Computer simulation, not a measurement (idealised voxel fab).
Process module name: voxel released beams
The cross-section shown here is cut; it is 275 nm wide and divided into square cells measuring 5 nm on a side.
A cross-section in this document is a grid of square cells, and it is written down as bands, the top band listed before the ones below it; a band is made up of one or more rows of cells.
Top height, bottom height, nm. Materials left to right, width each, nm. Single material + "full width" = fills band edge to edge. "empty" = empty.
Heights are expressed relative to 0, this being the level below which the as-received wafer comprises one material exclusively. The lowest band is unbounded in the downward direction and is denoted as in "0 nm and below".
When a width is written as two numbers, as in "30..40", the first number is the width in the top row of cells of the band and the second is the width in its bottom row, and the width changes by the same amount from each row to the next.
"no modification" (step): cross-section cells unchanged, all of them.
Voids not open to the top, 8 cells minimum: see "Enclosed void catalog". Written width x height at distance; distance is from the left edge; nm.
after a step's settings: what the simulator itself notes on the step
"overlay nm", when on a step's line for a step with a mask, measures how far to the right of its planned place the mask lay; a negative measure means to the left.
**Set out below are the planned steps of the process**
1,RECEIVE: material Si
2,CONFORMAL_DEP: material SiN, thk nm 10
3,DIRECTIONAL_DEP: material SiO2, thk nm 20
4,DIRECTIONAL_DEP: material aC, thk nm 15
5,PATTERN: tone open, mask id ANCHOR, material resist, width nm 30, thk nm 35, overlay nm 0
6,DIRECTIONAL_ETCH: etch materials aC, depth nm 15
7,STRIP: etch materials resist
8,DIRECTIONAL_ETCH: etch materials SiO2, depth nm 20
9,STRIP: etch materials aC
10,CONFORMAL_DEP: material TiN, thk nm 10
11,PATTERN: tone cover, mask id BEAM, material resist, width nm 75, thk nm 15, overlay nm 0
12,DIRECTIONAL_ETCH: etch materials TiN, depth nm 10
13,STRIP: etch materials resist
14,STRIP: etch materials SiO2
**Wafer as received: cross-section following step 1**
    0 nm and below: Si full width
    Enclosed void catalog: none
**Final cross-section, module run with one mistake (start and plan as above)**
    30 nm to 20 nm: 95 nm empty  15 nm TiN  10 nm empty  50 nm TiN  105 nm empty
    20 nm to 10 nm: 100 nm empty  10 nm TiN  10 nm empty  10 nm TiN  145 nm empty
    10 nm to 0 nm: 100 nm empty  30 nm TiN  145 nm empty
    0 nm and below: Si full width
    Enclosed void catalog: none
what went wrong: the plan's step 2 went unexecuted, having been skipped
